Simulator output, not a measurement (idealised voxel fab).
Process module under the name voxel gate over fins
Square cells of 5 nm make up the cross-section cut, whose width is 240 nm.
A cross-section is a grid of square cells, given in bands from the top down. A band is one or more rows of cells. It is stipulated that each band's entry specify, in nanometres, the height of the top of the band and then that of its bottom, followed by the materials of the band in left-to-right sequence, each together with its width in nanometres. A single material marked by the word "all across" is understood to fill the band from edge to edge; the word "air" is understood to denote empty space. We count height from 0. Below that, the starting wafer is all one material. The lowest band never ends at the bottom but goes on down; see "from 0 down" for how that is written. The two numbers in a width such as "30->40" mark its ends across the band: the first belongs to the top row of cells, the second to the bottom row, and from each row to the next the width moves by the same amount. Where a step carries "remained the same", the cross-section came out of it unchanged, cell for cell. "Sealed void inventory" means: voids of 8 cells or more that are shut off from the top with no open way through. Written width x height at distance, distance from the left edge, in nm. On a step's line, text after the settings is the simulator commenting on that step. overlay nm, on a step with a mask: how far to the right of its planned place the mask lay; to the left if negative.

# Intended process steps
step 1: RECEIVE with material Si
step 2: CONFORMAL_DEP with material SiN, thk nm 5
step 3: MASKED_ETCH with tone cover, mask id FINS, width nm 15, pitch nm 40, etch materials SiN, depth nm 5, overlay nm 0
step 4: MASKED_ETCH with tone cover, mask id FINS, width nm 15, pitch nm 40, etch materials Si, depth nm 40, overlay nm 0
step 5: OXIDIZE with depth nm 5
step 6: FILL_DEP with material SiO2, thk nm 15
step 7: CMP with height nm 5
step 8: SELECTIVE_ETCH with etch materials SiO2, depth nm 15
step 9: STRIP with etch materials SiN
step 10: CONFORMAL_DEP with material HfO2, thk nm 5
step 11: CONFORMAL_DEP with material TiN, thk nm 5
step 12: FILL_DEP with material W, thk nm 10
step 13: CMP with height nm 15
step 14: CONFORMAL_DEP with material SiCN, thk nm 5

# The first of a set of two wafers, run to plan

# Cross-section of the wafer as it came to us, i.e., already through step 1
	from 0 down | Si all across
	Sealed void inventory: none

# Upon completion of step 2, the wafer appears in cross-section as shown
	from 5 to 0 | SiN all across
	Whatever lies below 0 is exactly as it was before.

# Upon completion of step 3, the wafer appears in cross-section as shown
	from 5 to 0 | 50 nm air  15 nm SiN  25 nm air  15 nm SiN  25 nm air  15 nm SiN  25 nm air  15 nm SiN  55 nm air
	Whatever lies below 0 is exactly as it was before.

# Upon completion of step 4, the wafer appears in cross-section as shown
	from 5 to 0 | 50 nm air  15 nm SiN  25 nm air  15 nm SiN  25 nm air  15 nm SiN  25 nm air  15 nm SiN  55 nm air
	from 0 to -40 | 50 nm air  15 nm Si  25 nm air  15 nm Si  25 nm air  15 nm Si  25 nm air  15 nm Si  55 nm air
	Whatever lies below -40 is exactly as it was before.

# Upon completion of step 5, the wafer appears in cross-section as shown
	from 5 to 0 | 50 nm air  15 nm SiN  25 nm air  15 nm SiN  25 nm air  15 nm SiN  25 nm air  15 nm SiN  55 nm air
	from 0 to -40 | 50 nm air  5 nm SiO2  5 nm Si  5 nm SiO2  25 nm air  5 nm SiO2  5 nm Si  5 nm SiO2  25 nm air  5 nm SiO2  5 nm Si  5 nm SiO2  25 nm air  5 nm SiO2  5 nm Si  5 nm SiO2  55 nm air
	from -40 to -45 | 55 nm SiO2  5 nm Si  35 nm SiO2  5 nm Si  35 nm SiO2  5 nm Si  35 nm SiO2  5 nm Si  60 nm SiO2
	Whatever lies below -45 is exactly as it was before.

# Upon completion of step 6, the wafer appears in cross-section as shown
	from 20 to 5 | SiO2 all across
	from 5 to 0 | 50 nm SiO2  15 nm SiN  25 nm SiO2  15 nm SiN  25 nm SiO2  15 nm SiN  25 nm SiO2  15 nm SiN  55 nm SiO2
	from 0 to -45 | 55 nm SiO2  5 nm Si  35 nm SiO2  5 nm Si  35 nm SiO2  5 nm Si  35 nm SiO2  5 nm Si  60 nm SiO2
	Whatever lies below -45 is exactly as it was before.

# Upon completion of step 7, the wafer appears in cross-section as shown
	from 5 to 0 | 50 nm SiO2  15 nm SiN  25 nm SiO2  15 nm SiN  25 nm SiO2  15 nm SiN  25 nm SiO2  15 nm SiN  55 nm SiO2
	Whatever lies below 0 is exactly as it was before.

# Upon completion of step 8, the wafer appears in cross-section as shown
	from 5 to 0 | 50 nm air  15 nm SiN  25 nm air  15 nm SiN  25 nm air  15 nm SiN  25 nm air  15 nm SiN  55 nm air
	from 0 to -10 | 55 nm air  5 nm Si  35 nm air  5 nm Si  35 nm air  5 nm Si  35 nm air  5 nm Si  60 nm air
	Whatever lies below -10 is exactly as it was before.

# Upon completion of step 9, the wafer appears in cross-section as shown
	from 0 to -10 | 55 nm air  5 nm Si  35 nm air  5 nm Si  35 nm air  5 nm Si  35 nm air  5 nm Si  60 nm air
	Whatever lies below -10 is exactly as it was before.

# Upon completion of step 10, the wafer appears in cross-section as shown
	from 5 to 0 | 50 nm air  15 nm HfO2  25 nm air  15 nm HfO2  25 nm air  15 nm HfO2  25 nm air  15 nm HfO2  55 nm air
	from 0 to -5 | 50 nm air  5 nm HfO2  5 nm Si  5 nm HfO2  25 nm air  5 nm HfO2  5 nm Si  5 nm HfO2  25 nm air  5 nm HfO2  5 nm Si  5 nm HfO2  25 nm air  5 nm HfO2  5 nm Si  5 nm HfO2  55 nm air
	from -5 to -10 | 55 nm HfO2  5 nm Si  35 nm HfO2  5 nm Si  35 nm HfO2  5 nm Si  35 nm HfO2  5 nm Si  60 nm HfO2
	Whatever lies below -10 is exactly as it was before.

# Upon completion of step 11, the wafer appears in cross-section as shown
	from 10 to 5 | 45 nm air  25 nm TiN  15 nm air  25 nm TiN  15 nm air  25 nm TiN  15 nm air  25 nm TiN  50 nm air
	from 5 to 0 | 45 nm air  5 nm TiN  15 nm HfO2  5 nm TiN  15 nm air  5 nm TiN  15 nm HfO2  5 nm TiN  15 nm air  5 nm TiN  15 nm HfO2  5 nm TiN  15 nm air  5 nm TiN  15 nm HfO2  5 nm TiN  50 nm air
	from 0 to -5 | 50 nm TiN  5 nm HfO2  5 nm Si  5 nm HfO2  25 nm TiN  5 nm HfO2  5 nm Si  5 nm HfO2  25 nm TiN  5 nm HfO2  5 nm Si  5 nm HfO2  25 nm TiN  5 nm HfO2  5 nm Si  5 nm HfO2  55 nm TiN
	Whatever lies below -5 is exactly as it was before.

# Upon completion of step 12, the wafer appears in cross-section as shown
	from 20 to 10 | W all across
	from 10 to 5 | 45 nm W  25 nm TiN  15 nm W  25 nm TiN  15 nm W  25 nm TiN  15 nm W  25 nm TiN  50 nm W
	from 5 to 0 | 45 nm W  5 nm TiN  15 nm HfO2  5 nm TiN  15 nm W  5 nm TiN  15 nm HfO2  5 nm TiN  15 nm W  5 nm TiN  15 nm HfO2  5 nm TiN  15 nm W  5 nm TiN  15 nm HfO2  5 nm TiN  50 nm W
	Whatever lies below 0 is exactly as it was before.

# Upon completion of step 13, the wafer appears in cross-section as shown
	from 15 to 10 | W all across
	Whatever lies below 10 is exactly as it was before.

# Upon completion of step 14, the wafer appears in cross-section as shown
	from 20 to 15 | SiCN all across
	Whatever lies below 15 is exactly as it was before.

# Wafer two of the pair: same origin, same plan, one error during the run; identical to wafer one up to and including step 1

The second wafer cut through, at the time step 2 was supposed to be finished: remained the same

The second wafer cut through, at the time step 3 was supposed to be finished: remained the same

# The second wafer cut through, at the time step 4 was supposed to be finished
	from 0 to -40 | 50 nm air  15 nm Si  25 nm air  15 nm Si  25 nm air  15 nm Si  25 nm air  15 nm Si  55 nm air
	Whatever lies below -40 is exactly as it was before.

# The second wafer cut through, at the time step 5 was supposed to be finished
	from 0 to -5 | 50 nm air  15 nm SiO2  25 nm air  15 nm SiO2  25 nm air  15 nm SiO2  25 nm air  15 nm SiO2  55 nm air
	from -5 to -40 | 50 nm air  5 nm SiO2  5 nm Si  5 nm SiO2  25 nm air  5 nm SiO2  5 nm Si  5 nm SiO2  25 nm air  5 nm SiO2  5 nm Si  5 nm SiO2  25 nm air  5 nm SiO2  5 nm Si  5 nm SiO2  55 nm air
	from -40 to -45 | 55 nm SiO2  5 nm Si  35 nm SiO2  5 nm Si  35 nm SiO2  5 nm Si  35 nm SiO2  5 nm Si  60 nm SiO2
	Whatever lies below -45 is exactly as it was before.

# The second wafer cut through, at the time step 6 was supposed to be finished
	from 15 to -5 | SiO2 all across
	from -5 to -45 | 55 nm SiO2  5 nm Si  35 nm SiO2  5 nm Si  35 nm SiO2  5 nm Si  35 nm SiO2  5 nm Si  60 nm SiO2
	Whatever lies below -45 is exactly as it was before.

# The second wafer cut through, at the time step 7 was supposed to be finished
	from 5 to -5 | SiO2 all across
	Whatever lies below -5 is exactly as it was before.

# The second wafer cut through, at the time step 8 was supposed to be finished
	from -5 to -10 | 55 nm air  5 nm Si  35 nm air  5 nm Si  35 nm air  5 nm Si  35 nm air  5 nm Si  60 nm air
	Whatever lies below -10 is exactly as it was before.

The second wafer cut through, at the time step 9 was supposed to be finished: remained the same

# The second wafer cut through, at the time step 10 was supposed to be finished
	from 0 to -5 | 50 nm air  15 nm HfO2  25 nm air  15 nm HfO2  25 nm air  15 nm HfO2  25 nm air  15 nm HfO2  55 nm air
	from -5 to -10 | 55 nm HfO2  5 nm Si  35 nm HfO2  5 nm Si  35 nm HfO2  5 nm Si  35 nm HfO2  5 nm Si  60 nm HfO2
	Whatever lies below -10 is exactly as it was before.

# The second wafer cut through, at the time step 11 was supposed to be finished
	from 5 to 0 | 45 nm air  25 nm TiN  15 nm air  25 nm TiN  15 nm air  25 nm TiN  15 nm air  25 nm TiN  50 nm air
	from 0 to -5 | 50 nm TiN  15 nm HfO2  25 nm TiN  15 nm HfO2  25 nm TiN  15 nm HfO2  25 nm TiN  15 nm HfO2  55 nm TiN
	Whatever lies below -5 is exactly as it was before.

# The second wafer cut through, at the time step 12 was supposed to be finished
	from 15 to 5 | W all across
	from 5 to 0 | 45 nm W  25 nm TiN  15 nm W  25 nm TiN  15 nm W  25 nm TiN  15 nm W  25 nm TiN  50 nm W
	Whatever lies below 0 is exactly as it was before.

The second wafer cut through, at the time step 13 was supposed to be finished: remained the same

# The second wafer cut through, at the time step 14 was supposed to be finished
	from 20 to 15 | SiCN all across
	Whatever lies below 15 is exactly as it was before.
The plan and the run diverged here: step 2 of the plan: omitted, not performed
at the end the second wafer has, in cells: HfO2 -8, Si -4, TiN -8, W +20
